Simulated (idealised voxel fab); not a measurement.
A process module follows: voxel ribs on slabs.
290 nm wide, 5 nm square cells: that's cross-section cut.
Each cross-section below is a grid of square cells, stated as bands in top-down order, with one or more rows of cells making up each band. Top height, bottom height, nm. Materials left to right, width each, nm. Single material + "throughout" = fills band edge to edge. "empty" = empty. Heads up on the height convention: 0 is the point under which the incoming wafer is all one material, and the lowest band has no bottom, it just keeps going down, like "0..down". A width such as "30 to 40" changes by the same amount from each row of cells to the next, from the band's top row to its bottom row. "left unchanged" means the step left every cell of the cross-section as it was. Closed-off voids of 8+ cells (no open route to the top) go in "closed voids", written width x height at distance from the left edge, in nm. What comes after the settings on a step's line is commentary from the simulator itself on that step. On any step carrying a mask, the "overlay nm" setting, if present on the step's line, tells how far right of its planned place the mask lay; negative values point to the left.

The steps planned for the process are as follows:
1: RECEIVE, material Si
2: DIRECTIONAL_DEP, material SiO2, thk nm 20
3: DIRECTIONAL_DEP, material polySi, thk nm 15
4: MASKED_ETCH, tone cover, mask id RIB, width nm 20, etch materials polySi, depth nm 10, overlay nm 0
5: MASKED_ETCH, tone cover, mask id SLAB, width nm 60, etch materials polySi, depth nm 5, overlay nm 0
6: FILL_DEP, material SiO2, thk nm 25
7: CMP, height nm 55
8: DIRECTIONAL_DEP, material TiN, thk nm 10
9: DIRECTIONAL_DEP, material aC, thk nm 15
10: PATTERN, tone cover, mask id HEATER, material resist, width nm 30, thk nm 30, overlay nm 0
11: DIRECTIONAL_ETCH, etch materials aC, depth nm 15
12: STRIP, etch materials resist
13: DIRECTIONAL_ETCH, etch materials TiN, depth nm 10
14: STRIP, etch materials aC
15: CONFORMAL_DEP, material SiO2, thk nm 5

Cross-section of the wafer as it came to us, i.e., already through step 1:
	0..down: Si throughout
	closed voids: none

The module was run from the start shown above using the plan shown above, but one mistake was made doing it; the resulting wafer cross-section is below:
	70..65: 125 empty; 40 SiO2; 125 empty
	65..60: 125 empty; 5 SiO2; 30 TiN; 5 SiO2; 125 empty
	60..55: 130 SiO2; 30 TiN; 130 SiO2
	55..50: SiO2 throughout
	50..40: 135 SiO2; 20 polySi; 135 SiO2
	40..35: 115 SiO2; 60 polySi; 115 SiO2
	35..20: polySi throughout
	20..0: SiO2 throughout
	0..down: Si throughout
	closed voids: none
Nonconformance to the process plan: plan step 3 was conducted twice
